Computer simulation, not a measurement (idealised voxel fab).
Proc. module: voxel transistor to metal
Each square cell in cross-section cut measures 5 nm, and the section as a whole is 260 nm wide.
If you're reading a cross-section in this doc, picture square cells in a grid; it comes to you as bands, top ones listed first down to the bottom, and a band can be one or more rows of cells. Read a band's entry like this: the first values are the height of its top and the height of its bottom in nm, and what follows is the sequence of materials from left to right, each with its width in nm. Note that "blank" is empty space, and that a single material marked "full width" reaches across the band from edge to edge. Height reference: 0 = level under which incoming wafer is all one material. Lowest band: no bottom, runs on downward, e.g. "0 and below". When a width is written as two numbers, as in "30 to 40", the first number is the width in the top row of cells of the band and the second is the width in its bottom row, and the width changes by the same amount from each row to the next. Basically "remained unchanged" means that step didn't change any cell in the cross-section. "Sealed internal voids" enumerates empty spaces isolated from the top, with no open way to it, that contain at least 8 cells, giving each as width x height at distance from the left edge, all three in nm. Post-settings text on a step line: simulator's own remark regarding the step. If you see "overlay nm" on a step's line and that step has a mask, it's telling you how far right of where it was planned the mask ended up; a negative number means it went left instead.
### Steps planned for the process
1. RECEIVE,material Si
2. OXIDIZE,depth nm 5
3. CONFORMAL_DEP,material SiN,thk nm 15
4. DIRECTIONAL_DEP,material aC,thk nm 10
5. PATTERN,tone cover,mask id ACTIVE,material resist,width nm 100,pitch nm 125,thk nm 30,overlay nm 0
6. DIRECTIONAL_ETCH,etch materials aC,depth nm 10
7. STRIP,etch materials resist
8. DIRECTIONAL_ETCH,etch materials SiN,depth nm 15
9. DIRECTIONAL_ETCH,etch materials SiO2,depth nm 5
10. DIRECTIONAL_ETCH,etch materials Si,depth nm 25
11. STRIP,etch materials aC
12. OXIDIZE,depth nm 5
13. FILL_DEP,material SiO2,thk nm 5
14. CMP,height nm 15
15. SELECTIVE_ETCH,etch materials SiO2,depth nm 10
16. STRIP,etch materials SiN
17. SELECTIVE_ETCH,etch materials SiO2,depth nm 5
18. OXIDIZE,depth nm 5
19. DIRECTIONAL_DEP,material polySi,thk nm 20
20. DIRECTIONAL_DEP,material SiCN,thk nm 10
21. DIRECTIONAL_DEP,material aC,thk nm 15
22. PATTERN,tone cover,mask id GATE,material resist,width nm 20,pitch nm 125,thk nm 30,overlay nm 0
23. DIRECTIONAL_ETCH,etch materials aC,depth nm 15
24. STRIP,etch materials resist
25. DIRECTIONAL_ETCH,etch materials SiCN,depth nm 20
26. DIRECTIONAL_ETCH,etch materials polySi,depth nm 30
27. STRIP,etch materials aC
28. CONFORMAL_DEP,material SiO2,thk nm 5
29. DIRECTIONAL_ETCH,etch materials SiO2,depth nm 5
30. CONFORMAL_DEP,material SiN,thk nm 5
31. DIRECTIONAL_ETCH,etch materials SiN,depth nm 5
32. DIRECTIONAL_ETCH,etch materials SiO2,depth nm 5
33. DIRECTIONAL_ETCH,etch materials Si,depth nm 15
34. EPI,material nSi,thk nm 20
35. FILL_DEP,material SiO2,thk nm 10
36. CMP,height nm 25
37. DIRECTIONAL_DEP,material SiO2,thk nm 10
38. DIRECTIONAL_DEP,material aC,thk nm 10
39. PATTERN,tone open,mask id CONTACT,material resist,width nm 20,thk nm 30,overlay nm 0
40. DIRECTIONAL_ETCH,etch materials aC,depth nm 10
41. STRIP,etch materials resist
42. DIRECTIONAL_ETCH,etch materials SiO2,depth nm 40
43. STRIP,etch materials aC
44. CONFORMAL_DEP,material TiN,thk nm 5
45. FILL_DEP,material W,thk nm 5
46. CMP,height nm 35
47. DIRECTIONAL_DEP,material TiN,thk nm 5
48. DIRECTIONAL_DEP,material W,thk nm 25
49. MASKED_ETCH,tone cover,mask id METAL_1,width nm 20,etch materials W,depth nm 25,overlay nm 0
50. MASKED_ETCH,tone cover,mask id METAL_1,width nm 20,etch materials TiN,depth nm 5,overlay nm 0
51. FILL_DEP,material SiO2,thk nm 10
52. CMP,height nm 65
53. CONFORMAL_DEP,material SiCN,thk nm 5
### First wafer of two (run as planned)
### Here's what the wafer looked like in cross-section when it arrived - that's after step 1
* 0 and below  Si full width
* Sealed internal voids: none
### Wafer section view after processing step 2
* 0 down to -5  SiO2 full width
* Below -5, no change.
### Wafer section view after processing step 3
* 15 down to 0  SiN full width
* Below 0, no change.
### Wafer section view after processing step 4
* 25 down to 15  aC full width
* Below 15, no change.
### Wafer section view after processing step 5
* 55 down to 25  blank 15  resist 100  blank 25  resist 100  blank 20
* Below 25, no change.
### Wafer section view after processing step 6
* 45 down to 25  blank 15  resist 100  blank 25  resist 100  blank 20
* 25 down to 15  blank 15  aC 100  blank 25  aC 100  blank 20
* Below 15, no change.
### Wafer section view after processing step 7
* 25 down to 15  blank 15  aC 100  blank 25  aC 100  blank 20
* Below 15, no change.
### Wafer section view after processing step 8
* 25 down to 15  blank 15  aC 100  blank 25  aC 100  blank 20
* 15 down to 0  blank 15  SiN 100  blank 25  SiN 100  blank 20
* Below 0, no change.
### Wafer section view after processing step 9
* 25 down to 15  blank 15  aC 100  blank 25  aC 100  blank 20
* 15 down to 0  blank 15  SiN 100  blank 25  SiN 100  blank 20
* 0 down to -5  blank 15  SiO2 100  blank 25  SiO2 100  blank 20
* Below -5, no change.
### Wafer section view after processing step 10
* 25 down to 15  blank 15  aC 100  blank 25  aC 100  blank 20
* 15 down to 0  blank 15  SiN 100  blank 25  SiN 100  blank 20
* 0 down to -5  blank 15  SiO2 100  blank 25  SiO2 100  blank 20
* -5 down to -30  blank 15  Si 100  blank 25  Si 100  blank 20
* Below -30, no change.
### Wafer section view after processing step 11
* 15 down to 0  blank 15  SiN 100  blank 25  SiN 100  blank 20
* Below 0, no change.
### Wafer section view after processing step 12
* 15 down to 0  blank 15  SiN 100  blank 25  SiN 100  blank 20
* 0 down to -5  blank 15  SiO2 100  blank 25  SiO2 100  blank 20
* -5 down to -30  blank 15  SiO2 5  Si 90  SiO2 5  blank 25  SiO2 5  Si 90  SiO2 5  blank 20
* -30 down to -35  SiO2 20  Si 90  SiO2 35  Si 90  SiO2 25
* Below -35, no change.
### Wafer section view after processing step 13
* 20 down to 15  SiO2 full width
* 15 down to 0  SiO2 15  SiN 100  SiO2 25  SiN 100  SiO2 20
* 0 down to -5  SiO2 full width
* -5 down to -35  SiO2 20  Si 90  SiO2 35  Si 90  SiO2 25
* Below -35, no change.
### Wafer section view after processing step 14
* 15 down to 0  SiO2 15  SiN 100  SiO2 25  SiN 100  SiO2 20
* Below 0, no change.
### Wafer section view after processing step 15
* 15 down to 5  blank 15  SiN 100  blank 25  SiN 100  blank 20
* Below 5, no change.
### Wafer section view after processing step 16
* 5 down to 0  SiO2 15  blank 100  SiO2 25  blank 100  SiO2 20
* Below 0, no change.
### Wafer section view after processing step 17
* 0 down to -5  SiO2 10  blank 110  SiO2 15  blank 110  SiO2 15
* Below -5, no change.
### Wafer section view after processing step 18
* 0 down to -5  SiO2 10  blank 110  SiO2 15  blank 110  SiO2 15
* -5 down to -10  SiO2 full width
* Below -10, no change.
### Wafer section view after processing step 19
* 20 down to 15  polySi 10  blank 110  polySi 15  blank 110  polySi 15
* 15 down to 0  polySi full width
* 0 down to -5  SiO2 10  polySi 110  SiO2 15  polySi 110  SiO2 15
* Below -5, no change.
### Wafer section view after processing step 20
* 30 down to 25  SiCN 10  blank 110  SiCN 15  blank 110  SiCN 15
* 25 down to 20  SiCN full width
* 20 down to 15  polySi 10  SiCN 110  polySi 15  SiCN 110  polySi 15
* Below 15, no change.
### Wafer section view after processing step 21
* 45 down to 40  aC 10  blank 110  aC 15  blank 110  aC 15
* 40 down to 30  aC full width
* 30 down to 25  SiCN 10  aC 110  SiCN 15  aC 110  SiCN 15
* Below 25, no change.
### Wafer section view after processing step 22
* 75 down to 45  blank 55  resist 20  blank 105  resist 20  blank 60
* 45 down to 40  aC 10  blank 45  resist 20  blank 45  aC 15  blank 45  resist 20  blank 45  aC 15
* Below 40, no change.
### Wafer section view after processing step 23
* 60 down to 40  blank 55  resist 20  blank 105  resist 20  blank 60
* 40 down to 30  blank 55  aC 20  blank 105  aC 20  blank 60
* 30 down to 25  SiCN 10  blank 45  aC 20  blank 45  SiCN 15  blank 45  aC 20  blank 45  SiCN 15
* Below 25, no change.
### Wafer section view after processing step 24
* 40 down to 30  blank 55  aC 20  blank 105  aC 20  blank 60
* Below 30, no change.
### Wafer section view after processing step 25
* 40 down to 25  blank 55  aC 20  blank 105  aC 20  blank 60
* 25 down to 20  blank 55  SiCN 20  blank 105  SiCN 20  blank 60
* 20 down to 15  polySi 10  blank 45  SiCN 20  blank 45  polySi 15  blank 45  SiCN 20  blank 45  polySi 15
* Below 15, no change.
### Wafer section view after processing step 26
* 40 down to 25  blank 55  aC 20  blank 105  aC 20  blank 60
* 25 down to 15  blank 55  SiCN 20  blank 105  SiCN 20  blank 60
* 15 down to 0  blank 55  polySi 20  blank 105  polySi 20  blank 60
* 0 down to -5  SiO2 10  blank 45  polySi 20  blank 45  SiO2 15  blank 45  polySi 20  blank 45  SiO2 15
* Below -5, no change.
### Wafer section view after processing step 27
* 25 down to 15  blank 55  SiCN 20  blank 105  SiCN 20  blank 60
* Below 15, no change.
### Wafer section view after processing step 28
* 30 down to 25  blank 50  SiO2 30  blank 95  SiO2 30  blank 55
* 25 down to 15  blank 50  SiO2 5  SiCN 20  SiO2 5  blank 95  SiO2 5  SiCN 20  SiO2 5  blank 55
* 15 down to 5  blank 50  SiO2 5  polySi 20  SiO2 5  blank 95  SiO2 5  polySi 20  SiO2 5  blank 55
* 5 down to 0  SiO2 15  blank 35  SiO2 5  polySi 20  SiO2 5  blank 35  SiO2 25  blank 35  SiO2 5  polySi 20  SiO2 5  blank 35  SiO2 20
* 0 down to -5  SiO2 55  polySi 20  SiO2 105  polySi 20  SiO2 60
* Below -5, no change.
### Wafer section view after processing step 29
* 25 down to 15  blank 50  SiO2 5  SiCN 20  SiO2 5  blank 95  SiO2 5  SiCN 20  SiO2 5  blank 55
* 15 down to 0  blank 50  SiO2 5  polySi 20  SiO2 5  blank 95  SiO2 5  polySi 20  SiO2 5  blank 55
* 0 down to -5  SiO2 15  blank 35  SiO2 5  polySi 20  SiO2 5  blank 35  SiO2 25  blank 35  SiO2 5  polySi 20  SiO2 5  blank 35  SiO2 20
* Below -5, no change.
### Wafer section view after processing step 30
* 30 down to 25  blank 45  SiN 40  blank 85  SiN 40  blank 50
* 25 down to 15  blank 45  SiN 5  SiO2 5  SiCN 20  SiO2 5  SiN 5  blank 85  SiN 5  SiO2 5  SiCN 20  SiO2 5  SiN 5  blank 50
* 15 down to 5  blank 45  SiN 5  SiO2 5  polySi 20  SiO2 5  SiN 5  blank 85  SiN 5  SiO2 5  polySi 20  SiO2 5  SiN 5  blank 50
* 5 down to 0  SiN 20  blank 25  SiN 5  SiO2 5  polySi 20  SiO2 5  SiN 5  blank 25  SiN 35  blank 25  SiN 5  SiO2 5  polySi 20  SiO2 5  SiN 5  blank 25  SiN 25
* 0 down to -5  SiO2 15  SiN 35  SiO2 5  polySi 20  SiO2 5  SiN 35  SiO2 25  SiN 35  SiO2 5  polySi 20  SiO2 5  SiN 35  SiO2 20
* Below -5, no change.
### Wafer section view after processing step 31
* 25 down to 15  blank 45  SiN 5  SiO2 5  SiCN 20  SiO2 5  SiN 5  blank 85  SiN 5  SiO2 5  SiCN 20  SiO2 5  SiN 5  blank 50
* 15 down to 0  blank 45  SiN 5  SiO2 5  polySi 20  SiO2 5  SiN 5  blank 85  SiN 5  SiO2 5  polySi 20  SiO2 5  SiN 5  blank 50
* 0 down to -5  SiO2 15  SiN 5  blank 25  SiN 5  SiO2 5  polySi 20  SiO2 5  SiN 5  blank 25  SiN 5  SiO2 25  SiN 5  blank 25  SiN 5  SiO2 5  polySi 20  SiO2 5  SiN 5  blank 25  SiN 5  SiO2 20
* Below -5, no change.
### Wafer section view after processing step 32
* 25 down to 20  blank 45  SiN 5  blank 5  SiCN 20  blank 5  SiN 5  blank 85  SiN 5  blank 5  SiCN 20  blank 5  SiN 5  blank 50
* 20 down to 15  blank 45  SiN 5  SiO2 5  SiCN 20  SiO2 5  SiN 5  blank 85  SiN 5  SiO2 5  SiCN 20  SiO2 5  SiN 5  blank 50
* 15 down to 0  blank 45  SiN 5  SiO2 5  polySi 20  SiO2 5  SiN 5  blank 85  SiN 5  SiO2 5  polySi 20  SiO2 5  SiN 5  blank 50
* 0 down to -5  blank 15  SiN 5  blank 25  SiN 5  SiO2 5  polySi 20  SiO2 5  SiN 5  blank 25  SiN 5  blank 25  SiN 5  blank 25  SiN 5  SiO2 5  polySi 20  SiO2 5  SiN 5  blank 25  SiN 5  blank 20
* -5 down to -10  SiO2 20  blank 25  SiO2 40  blank 25  SiO2 35  blank 25  SiO2 40  blank 25  SiO2 25
* Below -10, no change.
### Wafer section view after processing step 33
* 25 down to 20  blank 45  SiN 5  blank 5  SiCN 20  blank 5  SiN 5  blank 85  SiN 5  blank 5  SiCN 20  blank 5  SiN 5  blank 50
* 20 down to 15  blank 45  SiN 5  SiO2 5  SiCN 20  SiO2 5  SiN 5  blank 85  SiN 5  SiO2 5  SiCN 20  SiO2 5  SiN 5  blank 50
* 15 down to 0  blank 45  SiN 5  SiO2 5  polySi 20  SiO2 5  SiN 5  blank 85  SiN 5  SiO2 5  polySi 20  SiO2 5  SiN 5  blank 50
* 0 down to -5  blank 15  SiN 5  blank 25  SiN 5  SiO2 5  polySi 20  SiO2 5  SiN 5  blank 25  SiN 5  blank 25  SiN 5  blank 25  SiN 5  SiO2 5  polySi 20  SiO2 5  SiN 5  blank 25  SiN 5  blank 20
* -5 down to -10  SiO2 20  blank 25  SiO2 40  blank 25  SiO2 35  blank 25  SiO2 40  blank 25  SiO2 25
* -10 down to -25  SiO2 20  blank 25  Si 40  blank 25  SiO2 35  blank 25  Si 40  blank 25  SiO2 25
* Below -25, no change.
### Wafer section view after processing step 34
* 25 down to 20  blank 45  SiN 5  blank 5  SiCN 20  blank 5  SiN 5  blank 85  SiN 5  blank 5  SiCN 20  blank 5  SiN 5  blank 50
* 20 down to 15  blank 45  SiN 5  SiO2 5  SiCN 20  SiO2 5  SiN 5  blank 85  SiN 5  SiO2 5  SiCN 20  SiO2 5  SiN 5  blank 50
* 15 down to 10  blank 45  SiN 5  SiO2 5  polySi 20  SiO2 5  SiN 5  blank 85  SiN 5  SiO2 5  polySi 20  SiO2 5  SiN 5  blank 50
* 10 down to 0  blank 25  nSi 20  SiN 5  SiO2 5  polySi 20  SiO2 5  SiN 5  nSi 20  blank 45  nSi 20  SiN 5  SiO2 5  polySi 20  SiO2 5  SiN 5  nSi 20  blank 30
* 0 down to -5  blank 15  SiN 5  blank 5  nSi 20  SiN 5  SiO2 5  polySi 20  SiO2 5  SiN 5  nSi 20  blank 5  SiN 5  blank 25  SiN 5  blank 5  nSi 20  SiN 5  SiO2 5  polySi 20  SiO2 5  SiN 5  nSi 20  blank 5  SiN 5  blank 20
* -5 down to -10  SiO2 20  nSi 25  SiO2 40  nSi 25  SiO2 35  nSi 25  SiO2 40  nSi 25  SiO2 25
* -10 down to -25  SiO2 20  nSi 25  Si 40  nSi 25  SiO2 35  nSi 25  Si 40  nSi 25  SiO2 25
* Below -25, no change.
### Wafer section view after processing step 35
* 35 down to 25  SiO2 full width
* 25 down to 15  SiO2 45  SiN 5  SiO2 5  SiCN 20  SiO2 5  SiN 5  SiO2 85  SiN 5  SiO2 5  SiCN 20  SiO2 5  SiN 5  SiO2 50
* 15 down to 10  SiO2 45  SiN 5  SiO2 5  polySi 20  SiO2 5  SiN 5  SiO2 85  SiN 5  SiO2 5  polySi 20  SiO2 5  SiN 5  SiO2 50
* 10 down to 0  SiO2 25  nSi 20  SiN 5  SiO2 5  polySi 20  SiO2 5  SiN 5  nSi 20  SiO2 45  nSi 20  SiN 5  SiO2 5  polySi 20  SiO2 5  SiN 5  nSi 20  SiO2 30
* 0 down to -5  SiO2 15  SiN 5  SiO2 5  nSi 20  SiN 5  SiO2 5  polySi 20  SiO2 5  SiN 5  nSi 20  SiO2 5  SiN 5  SiO2 25  SiN 5  SiO2 5  nSi 20  SiN 5  SiO2 5  polySi 20  SiO2 5  SiN 5  nSi 20  SiO2 5  SiN 5  SiO2 20
* Below -5, no change.
### Wafer section view after processing step 36
* 25 down to 15  SiO2 45  SiN 5  SiO2 5  SiCN 20  SiO2 5  SiN 5  SiO2 85  SiN 5  SiO2 5  SiCN 20  SiO2 5  SiN 5  SiO2 50
* Below 15, no change.
### Wafer section view after processing step 37
* 35 down to 25  SiO2 full width
* Below 25, no change.
### Wafer section view after processing step 38
* 45 down to 35  aC full width
* Below 35, no change.
### Wafer section view after processing step 39
* 75 down to 45  resist 20  blank 20  resist 50  blank 20  resist 35  blank 20  resist 50  blank 20  resist 25
* Below 45, no change.
### Wafer section view after processing step 40
* 65 down to 45  resist 20  blank 20  resist 50  blank 20  resist 35  blank 20  resist 50  blank 20  resist 25
* 45 down to 35  aC 20  blank 20  aC 50  blank 20  aC 35  blank 20  aC 50  blank 20  aC 25
* Below 35, no change.
### Wafer section view after processing step 41
* 45 down to 35  aC 20  blank 20  aC 50  blank 20  aC 35  blank 20  aC 50  blank 20  aC 25
* Below 35, no change.
### Wafer section view after processing step 42
* 45 down to 35  aC 20  blank 20  aC 50  blank 20  aC 35  blank 20  aC 50  blank 20  aC 25
* 35 down to 25  SiO2 20  blank 20  SiO2 50  blank 20  SiO2 35  blank 20  SiO2 50  blank 20  SiO2 25
* 25 down to 15  SiO2 20  blank 20  SiO2 5  SiN 5  SiO2 5  SiCN 20  SiO2 5  SiN 5  SiO2 5  blank 20  SiO2 35  blank 20  SiO2 5  SiN 5  SiO2 5  SiCN 20  SiO2 5  SiN 5  SiO2 5  blank 20  SiO2 25
* 15 down to 10  SiO2 20  blank 20  SiO2 5  SiN 5  SiO2 5  polySi 20  SiO2 5  SiN 5  SiO2 5  blank 20  SiO2 35  blank 20  SiO2 5  SiN 5  SiO2 5  polySi 20  SiO2 5  SiN 5  SiO2 5  blank 20  SiO2 25
* 10 down to 0  SiO2 20  blank 5  nSi 20  SiN 5  SiO2 5  polySi 20  SiO2 5  SiN 5  nSi 20  blank 5  SiO2 35  blank 5  nSi 20  SiN 5  SiO2 5  polySi 20  SiO2 5  SiN 5  nSi 20  blank 5  SiO2 25
* 0 down to -5  SiO2 15  SiN 5  blank 5  nSi 20  SiN 5  SiO2 5  polySi 20  SiO2 5  SiN 5  nSi 20  blank 5  SiN 5  SiO2 25  SiN 5  blank 5  nSi 20  SiN 5  SiO2 5  polySi 20  SiO2 5  SiN 5  nSi 20  blank 5  SiN 5  SiO2 20
* Below -5, no change.
### Wafer section view after processing step 43
* 35 down to 25  SiO2 20  blank 20  SiO2 50  blank 20  SiO2 35  blank 20  SiO2 50  blank 20  SiO2 25
* Below 25, no change.
### Wafer section view after processing step 44
* 40 down to 35  TiN 25  blank 10  TiN 60  blank 10  TiN 45  blank 10  TiN 60  blank 10  TiN 30
* 35 down to 25  SiO2 20  TiN 5  blank 10  TiN 5  SiO2 50  TiN 5  blank 10  TiN 5  SiO2 35  TiN 5  blank 10  TiN 5  SiO2 50  TiN 5  blank 10  TiN 5  SiO2 25
* 25 down to 15  SiO2 20  TiN 5  blank 10  TiN 5  SiO2 5  SiN 5  SiO2 5  SiCN 20  SiO2 5  SiN 5  SiO2 5  TiN 5  blank 10  TiN 5  SiO2 35  TiN 5  blank 10  TiN 5  SiO2 5  SiN 5  SiO2 5  SiCN 20  SiO2 5  SiN 5  SiO2 5  TiN 5  blank 10  TiN 5  SiO2 25
* 15 down to 10  SiO2 20  TiN 20  SiO2 5  SiN 5  SiO2 5  polySi 20  SiO2 5  SiN 5  SiO2 5  TiN 20  SiO2 35  TiN 20  SiO2 5  SiN 5  SiO2 5  polySi 20  SiO2 5  SiN 5  SiO2 5  TiN 20  SiO2 25
* 10 down to 0  SiO2 20  TiN 5  nSi 20  SiN 5  SiO2 5  polySi 20  SiO2 5  SiN 5  nSi 20  TiN 5  SiO2 35  TiN 5  nSi 20  SiN 5  SiO2 5  polySi 20  SiO2 5  SiN 5  nSi 20  TiN 5  SiO2 25
* 0 down to -5  SiO2 15  SiN 5  TiN 5  nSi 20  SiN 5  SiO2 5  polySi 20  SiO2 5  SiN 5  nSi 20  TiN 5  SiN 5  SiO2 25  SiN 5  TiN 5  nSi 20  SiN 5  SiO2 5  polySi 20  SiO2 5  SiN 5  nSi 20  TiN 5  SiN 5  SiO2 20
* Below -5, no change.
### Wafer section view after processing step 45
* 45 down to 40  W full width
* 40 down to 35  TiN 25  W 10  TiN 60  W 10  TiN 45  W 10  TiN 60  W 10  TiN 30
* 35 down to 25  SiO2 20  TiN 5  W 10  TiN 5  SiO2 50  TiN 5  W 10  TiN 5  SiO2 35  TiN 5  W 10  TiN 5  SiO2 50  TiN 5  W 10  TiN 5  SiO2 25
* 25 down to 15  SiO2 20  TiN 5  W 10  TiN 5  SiO2 5  SiN 5  SiO2 5  SiCN 20  SiO2 5  SiN 5  SiO2 5  TiN 5  W 10  TiN 5  SiO2 35  TiN 5  W 10  TiN 5  SiO2 5  SiN 5  SiO2 5  SiCN 20  SiO2 5  SiN 5  SiO2 5  TiN 5  W 10  TiN 5  SiO2 25
* Below 15, no change.
### Wafer section view after processing step 46
* 35 down to 25  SiO2 20  TiN 5  W 10  TiN 5  SiO2 50  TiN 5  W 10  TiN 5  SiO2 35  TiN 5  W 10  TiN 5  SiO2 50  TiN 5  W 10  TiN 5  SiO2 25
* Below 25, no change.
### Wafer section view after processing step 47
* 40 down to 35  TiN full width
* Below 35, no change.
### Wafer section view after processing step 48
* 65 down to 40  W full width
* Below 40, no change.
### Wafer section view after processing step 49
* 65 down to 40  blank 20  W 20  blank 50  W 20  blank 35  W 20  blank 50  W 20  blank 25
* Below 40, no change.
### Wafer section view after processing step 50
* 65 down to 40  blank 20  W 20  blank 50  W 20  blank 35  W 20  blank 50  W 20  blank 25
* 40 down to 35  blank 20  TiN 20  blank 50  TiN 20  blank 35  TiN 20  blank 50  TiN 20  blank 25
* Below 35, no change.
### Wafer section view after processing step 51
* 75 down to 65  SiO2 full width
* 65 down to 40  SiO2 20  W 20  SiO2 50  W 20  SiO2 35  W 20  SiO2 50  W 20  SiO2 25
* 40 down to 35  SiO2 20  TiN 20  SiO2 50  TiN 20  SiO2 35  TiN 20  SiO2 50  TiN 20  SiO2 25
* Below 35, no change.
### Wafer section view after processing step 52
* 65 down to 40  SiO2 20  W 20  SiO2 50  W 20  SiO2 35  W 20  SiO2 50  W 20  SiO2 25
* Below 40, no change.
### Wafer section view after processing step 53
* 70 down to 65  SiCN full width
* Below 65, no change.
### Second Wafer (Identical Start and Plan, One Processing Error; Matches First Wafer Through Step 38)
### Second wafer, section view, time point: scheduled end of step 39
* 75 down to 45  resist 20  blank 25  resist 45  blank 25  resist 30  blank 25  resist 45  blank 25  resist 20
* Below 45, no change.
### Second wafer, section view, time point: scheduled end of step 40
* 65 down to 45  resist 20  blank 25  resist 45  blank 25  resist 30  blank 25  resist 45  blank 25  resist 20
* 45 down to 35  aC 20  blank 25  aC 45  blank 25  aC 30  blank 25  aC 45  blank 25  aC 20
* Below 35, no change.
### Second wafer, section view, time point: scheduled end of step 41
* 45 down to 35  aC 20  blank 25  aC 45  blank 25  aC 30  blank 25  aC 45  blank 25  aC 20
* Below 35, no change.
### Second wafer, section view, time point: scheduled end of step 42
* 45 down to 35  aC 20  blank 25  aC 45  blank 25  aC 30  blank 25  aC 45  blank 25  aC 20
* 35 down to 25  SiO2 20  blank 25  SiO2 45  blank 25  SiO2 30  blank 25  SiO2 45  blank 25  SiO2 20
* 25 down to 15  SiO2 20  blank 25  SiN 5  SiO2 5  SiCN 20  SiO2 5  SiN 5  SiO2 5  blank 25  SiO2 30  blank 25  SiN 5  SiO2 5  SiCN 20  SiO2 5  SiN 5  SiO2 5  blank 25  SiO2 20
* 15 down to 10  SiO2 20  blank 25  SiN 5  SiO2 5  polySi 20  SiO2 5  SiN 5  SiO2 5  blank 25  SiO2 30  blank 25  SiN 5  SiO2 5  polySi 20  SiO2 5  SiN 5  SiO2 5  blank 25  SiO2 20
* 10 down to 0  SiO2 20  blank 5  nSi 20  SiN 5  SiO2 5  polySi 20  SiO2 5  SiN 5  nSi 20  blank 10  SiO2 30  blank 5  nSi 20  SiN 5  SiO2 5  polySi 20  SiO2 5  SiN 5  nSi 20  blank 10  SiO2 20
* 0 down to -5  SiO2 15  SiN 5  blank 5  nSi 20  SiN 5  SiO2 5  polySi 20  SiO2 5  SiN 5  nSi 20  blank 5  SiN 5  SiO2 25  SiN 5  blank 5  nSi 20  SiN 5  SiO2 5  polySi 20  SiO2 5  SiN 5  nSi 20  blank 5  SiN 5  SiO2 20
* Below -5, no change.
### Second wafer, section view, time point: scheduled end of step 43
* 35 down to 25  SiO2 20  blank 25  SiO2 45  blank 25  SiO2 30  blank 25  SiO2 45  blank 25  SiO2 20
* Below 25, no change.
### Second wafer, section view, time point: scheduled end of step 44
* 40 down to 35  TiN 25  blank 15  TiN 55  blank 15  TiN 40  blank 15  TiN 55  blank 15  TiN 25
* 35 down to 25  SiO2 20  TiN 5  blank 15  TiN 5  SiO2 45  TiN 5  blank 15  TiN 5  SiO2 30  TiN 5  blank 15  TiN 5  SiO2 45  TiN 5  blank 15  TiN 5  SiO2 20
* 25 down to 15  SiO2 20  TiN 5  blank 15  TiN 5  SiN 5  SiO2 5  SiCN 20  SiO2 5  SiN 5  SiO2 5  TiN 5  blank 15  TiN 5  SiO2 30  TiN 5  blank 15  TiN 5  SiN 5  SiO2 5  SiCN 20  SiO2 5  SiN 5  SiO2 5  TiN 5  blank 15  TiN 5  SiO2 20
* 15 down to 10  SiO2 20  TiN 25  SiN 5  SiO2 5  polySi 20  SiO2 5  SiN 5  SiO2 5  TiN 25  SiO2 30  TiN 25  SiN 5  SiO2 5  polySi 20  SiO2 5  SiN 5  SiO2 5  TiN 25  SiO2 20
* 10 down to 0  SiO2 20  TiN 5  nSi 20  SiN 5  SiO2 5  polySi 20  SiO2 5  SiN 5  nSi 20  TiN 10  SiO2 30  TiN 5  nSi 20  SiN 5  SiO2 5  polySi 20  SiO2 5  SiN 5  nSi 20  TiN 10  SiO2 20
* 0 down to -5  SiO2 15  SiN 5  TiN 5  nSi 20  SiN 5  SiO2 5  polySi 20  SiO2 5  SiN 5  nSi 20  TiN 5  SiN 5  SiO2 25  SiN 5  TiN 5  nSi 20  SiN 5  SiO2 5  polySi 20  SiO2 5  SiN 5  nSi 20  TiN 5  SiN 5  SiO2 20
* Below -5, no change.
### Second wafer, section view, time point: scheduled end of step 45
* 45 down to 40  W full width
* 40 down to 35  TiN 25  W 15  TiN 55  W 15  TiN 40  W 15  TiN 55  W 15  TiN 25
* 35 down to 25  SiO2 20  TiN 5  W 15  TiN 5  SiO2 45  TiN 5  W 15  TiN 5  SiO2 30  TiN 5  W 15  TiN 5  SiO2 45  TiN 5  W 15  TiN 5  SiO2 20
* 25 down to 15  SiO2 20  TiN 5  W 15  TiN 5  SiN 5  SiO2 5  SiCN 20  SiO2 5  SiN 5  SiO2 5  TiN 5  W 15  TiN 5  SiO2 30  TiN 5  W 15  TiN 5  SiN 5  SiO2 5  SiCN 20  SiO2 5  SiN 5  SiO2 5  TiN 5  W 15  TiN 5  SiO2 20
* Below 15, no change.
### Second wafer, section view, time point: scheduled end of step 46
* 35 down to 25  SiO2 20  TiN 5  W 15  TiN 5  SiO2 45  TiN 5  W 15  TiN 5  SiO2 30  TiN 5  W 15  TiN 5  SiO2 45  TiN 5  W 15  TiN 5  SiO2 20
* Below 25, no change.
### Second wafer, section view, time point: scheduled end of step 47
* 40 down to 35  TiN full width
* Below 35, no change.
### Second wafer, section view, time point: scheduled end of step 48
* 65 down to 40  W full width
* Below 40, no change.
### Second wafer, section view, time point: scheduled end of step 49
* 65 down to 40  blank 20  W 20  blank 50  W 20  blank 35  W 20  blank 50  W 20  blank 25
* Below 40, no change.
### Second wafer, section view, time point: scheduled end of step 50
* 65 down to 40  blank 20  W 20  blank 50  W 20  blank 35  W 20  blank 50  W 20  blank 25
* 40 down to 35  blank 20  TiN 20  blank 50  TiN 20  blank 35  TiN 20  blank 50  TiN 20  blank 25
* Below 35, no change.
### Second wafer, section view, time point: scheduled end of step 51
* 75 down to 65  SiO2 full width
* 65 down to 40  SiO2 20  W 20  SiO2 50  W 20  SiO2 35  W 20  SiO2 50  W 20  SiO2 25
* 40 down to 35  SiO2 20  TiN 20  SiO2 50  TiN 20  SiO2 35  TiN 20  SiO2 50  TiN 20  SiO2 25
* Below 35, no change.
### Second wafer, section view, time point: scheduled end of step 52
* 65 down to 40  SiO2 20  W 20  SiO2 50  W 20  SiO2 35  W 20  SiO2 50  W 20  SiO2 25
* Below 40, no change.
### Second wafer, section view, time point: scheduled end of step 53
* 70 down to 65  SiCN full width
* Below 65, no change.
Want to know what went wrong? step 39 went in with a setting other than planned; the actual run was PATTERN,tone open,mask id CONTACT,material resist,width nm 25,thk nm 30,overlay nm 0
Per the end-of-run cell counts, the second wafer holds more or fewer of some materials than the first: -24 SiO2 | +8 TiN | +16 W
